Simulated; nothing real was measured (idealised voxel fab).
Documented hereafter: the process module known as voxel transistor to metal.
200 nm wide, 5 nm square cells: that's cross-section cut.
When this document writes out a cross-section, it uses a grid of square cells and lists it as bands, beginning at the top and moving down, with a band standing for one or more rows of cells. Each band's line starts with the height of the band's top and of its bottom, in nm. Then come its materials from left to right, each with its width in nm. One material with "everywhere" fills the band from edge to edge. "blank" is empty space. Height datum 0, below which the as-received substrate wafer is one material. Lowest band open at the bottom, running downward: "top 0, no bottom". Width spec "30 to 40" -> top row of cells at first value, bottom row at second value, equal per-row change in between. Where the words "remained the same" appear for a step, the cross-section shows no cell changed by that step; every cell remained as before. Look at "Completely enclosed voids" for the closed voids: empty spaces with no open path to the top, sized 8 cells or up. Each is width x height at distance, distance from the left edge, all nm. On each step's line, the part that comes after the settings is the simulator's own comment on the step. overlay nm: mask right of planned place by this much (step with mask). Neg. = left.
LISTED BELOW ARE THE PROCESS STEPS AS PLANNED
1,RECEIVE (material Si)
2,OXIDIZE (depth nm 5)
3,CONFORMAL_DEP (material SiN; thk nm 15)
4,MASKED_ETCH (tone cover; mask id ACTIVE; width nm 110; etch materials SiN; depth nm 15; overlay nm 0)
5,MASKED_ETCH (tone cover; mask id ACTIVE; width nm 110; etch materials SiO2; depth nm 5; overlay nm 0)
6,MASKED_ETCH (tone cover; mask id ACTIVE; width nm 110; etch materials Si; depth nm 25; overlay nm 0)
7,FILL_DEP (material SiO2; thk nm 5)
8,CMP (height nm 15)
9,SELECTIVE_ETCH (etch materials SiO2; depth nm 10)
10,STRIP (etch materials SiN)
11,SELECTIVE_ETCH (etch materials SiO2; depth nm 5)
12,OXIDIZE (depth nm 5)
13,DIRECTIONAL_DEP (material polySi; thk nm 20)
14,DIRECTIONAL_DEP (material SiCN; thk nm 15)
15,MASKED_ETCH (tone cover; mask id GATE; width nm 30; etch materials SiCN; depth nm 25; overlay nm 0)
16,MASKED_ETCH (tone cover; mask id GATE; width nm 30; etch materials polySi; depth nm 30; overlay nm 0)
17,CONFORMAL_DEP (material SiN; thk nm 10)
18,DIRECTIONAL_ETCH (etch materials SiN; depth nm 10)
19,DIRECTIONAL_ETCH (etch materials SiO2; depth nm 5)
20,DIRECTIONAL_ETCH (etch materials Si; depth nm 10)
21,EPI (material SiGe; thk nm 10)
22,FILL_DEP (material SiO2; thk nm 10)
23,CMP (height nm 15)
24,STRIP (etch materials polySi)
25,SELECTIVE_ETCH (etch materials SiO2; depth nm 5)
26,CONFORMAL_DEP (material HfO2; thk nm 5)
27,CONFORMAL_DEP (material TiN; thk nm 5)
28,FILL_DEP (material W; thk nm 10)
29,CMP (height nm 10)
30,DIRECTIONAL_DEP (material SiO2; thk nm 15)
31,MASKED_ETCH (tone open; mask id CONTACT; width nm 20; pitch nm 80; etch materials SiO2; depth nm 35; overlay nm 0)
32,CONFORMAL_DEP (material TiN; thk nm 5)
33,FILL_DEP (material W; thk nm 5)
34,CMP (height nm 25)
35,DIRECTIONAL_DEP (material TiN; thk nm 5)
36,DIRECTIONAL_DEP (material W; thk nm 20)
37,DIRECTIONAL_DEP (material aC; thk nm 10)
38,PATTERN (tone cover; mask id METAL_1; material resist; width nm 20; pitch nm 80; thk nm 25; overlay nm 0)
39,DIRECTIONAL_ETCH (etch materials aC; depth nm 10)
40,STRIP (etch materials resist)
41,DIRECTIONAL_ETCH (etch materials W; depth nm 20)
42,DIRECTIONAL_ETCH (etch materials TiN; depth nm 5)
43,STRIP (etch materials aC)
44,CONFORMAL_DEP (material SiN; thk nm 5)
45,FILL_DEP (material SiO2; thk nm 10)
46,CMP (height nm 50)
47,CONFORMAL_DEP (material SiN; thk nm 5)
HERE'S WHAT THE WAFER LOOKED LIKE IN CROSS-SECTION WHEN IT ARRIVED - THAT'S AFTER STEP 1
- top 0, no bottom  Si everywhere
- Completely enclosed voids: none
LOOKING AT THE FIRST OF TWO WAFERS IN CROSS-SECTION AT END OF MODULE - RAN TO PLAN
- top 55, bottom 50  SiN everywhere
- top 50, bottom 30  SiO2 45 nm; SiN 5 nm; W 20 nm; SiN 5 nm; SiO2 50 nm; SiN 5 nm; W 20 nm; SiN 5 nm; SiO2 45 nm
- top 30, bottom 25  SiN 50 nm; TiN 20 nm; SiN 60 nm; TiN 20 nm; SiN 50 nm
- top 25, bottom 10  SiO2 50 nm; TiN 5 nm; W 10 nm; TiN 5 nm; SiO2 60 nm; TiN 5 nm; W 10 nm; TiN 5 nm; SiO2 50 nm
- top 10, bottom 5  SiO2 50 nm; TiN 5 nm; W 10 nm; TiN 5 nm; SiO2 5 nm; SiN 10 nm; HfO2 5 nm; TiN 5 nm; W 10 nm; TiN 5 nm; HfO2 5 nm; SiN 10 nm; SiO2 5 nm; TiN 5 nm; W 10 nm; TiN 5 nm; SiO2 50 nm
- top 5, bottom 0  SiO2 50 nm; TiN 20 nm; SiO2 5 nm; SiN 10 nm; HfO2 5 nm; TiN 5 nm; W 10 nm; TiN 5 nm; HfO2 5 nm; SiN 10 nm; SiO2 5 nm; TiN 20 nm; SiO2 50 nm
- top 0, bottom -5  SiO2 40 nm; SiN 10 nm; SiGe 10 nm; TiN 5 nm; SiGe 10 nm; SiN 10 nm; HfO2 5 nm; TiN 20 nm; HfO2 5 nm; SiN 10 nm; SiGe 10 nm; TiN 5 nm; SiGe 10 nm; SiN 10 nm; SiO2 40 nm
- top -5, bottom -10  SiO2 50 nm; SiGe 10 nm; TiN 5 nm; SiGe 10 nm; SiO2 5 nm; HfO2 40 nm; SiO2 5 nm; SiGe 10 nm; TiN 5 nm; SiGe 10 nm; SiO2 50 nm
- top -10, bottom -20  SiO2 45 nm; Si 5 nm; SiGe 25 nm; Si 50 nm; SiGe 25 nm; Si 5 nm; SiO2 45 nm
- top -20, bottom -30  SiO2 45 nm; Si 110 nm; SiO2 45 nm
- top -30, no bottom  Si everywhere
- Completely enclosed voids: none
HERE'S THE SECOND OF OUR TWO WAFERS SECTIONED AT MODULE END. SAME START AS THE FIRST, SAME PLAN, BUT ONE MISTAKE GOT MADE RUNNING IT
- top 55, bottom 50  SiN everywhere
- top 50, bottom 30  SiO2 45 nm; SiN 5 nm; W 20 nm; SiN 5 nm; SiO2 50 nm; SiN 5 nm; W 20 nm; SiN 5 nm; SiO2 45 nm
- top 30, bottom 25  SiN 50 nm; TiN 20 nm; SiN 60 nm; TiN 20 nm; SiN 50 nm
- top 25, bottom 10  SiO2 50 nm; TiN 5 nm; W 10 nm; TiN 5 nm; SiO2 60 nm; TiN 5 nm; W 10 nm; TiN 5 nm; SiO2 50 nm
- top 10, bottom 5  SiO2 50 nm; TiN 5 nm; W 10 nm; TiN 5 nm; SiO2 5 nm; SiN 10 nm; HfO2 5 nm; TiN 5 nm; W 10 nm; TiN 5 nm; HfO2 5 nm; SiN 10 nm; SiO2 5 nm; TiN 5 nm; W 10 nm; TiN 5 nm; SiO2 50 nm
- top 5, bottom 0  SiO2 50 nm; TiN 20 nm; SiO2 5 nm; SiN 10 nm; HfO2 5 nm; TiN 5 nm; W 10 nm; TiN 5 nm; HfO2 5 nm; SiN 10 nm; SiO2 5 nm; TiN 20 nm; SiO2 50 nm
- top 0, bottom -5  SiO2 40 nm; SiN 10 nm; SiGe 10 nm; TiN 5 nm; SiGe 10 nm; SiN 10 nm; HfO2 5 nm; TiN 20 nm; HfO2 5 nm; SiN 10 nm; SiGe 10 nm; TiN 5 nm; SiGe 10 nm; SiN 10 nm; SiO2 40 nm
- top -5, bottom -10  SiO2 50 nm; SiGe 10 nm; TiN 5 nm; SiGe 10 nm; SiO2 5 nm; HfO2 40 nm; SiO2 5 nm; SiGe 10 nm; TiN 5 nm; SiGe 10 nm; SiO2 50 nm
- top -10, bottom -20  SiO2 45 nm; Si 5 nm; SiGe 25 nm; Si 50 nm; SiGe 25 nm; Si 5 nm; SiO2 45 nm
- top -20, no bottom  Si everywhere
- Completely enclosed voids: none
what went wrong: off-plan run, step 6, actual operation and settings MASKED_ETCH (tone cover; mask id ACTIVE; width nm 110; etch materials Si; depth nm 15; overlay nm 0)
Counted in cells at the end, the second wafer holds more or fewer of these materials than the first: 36 more of Si | 36 fewer of SiO2
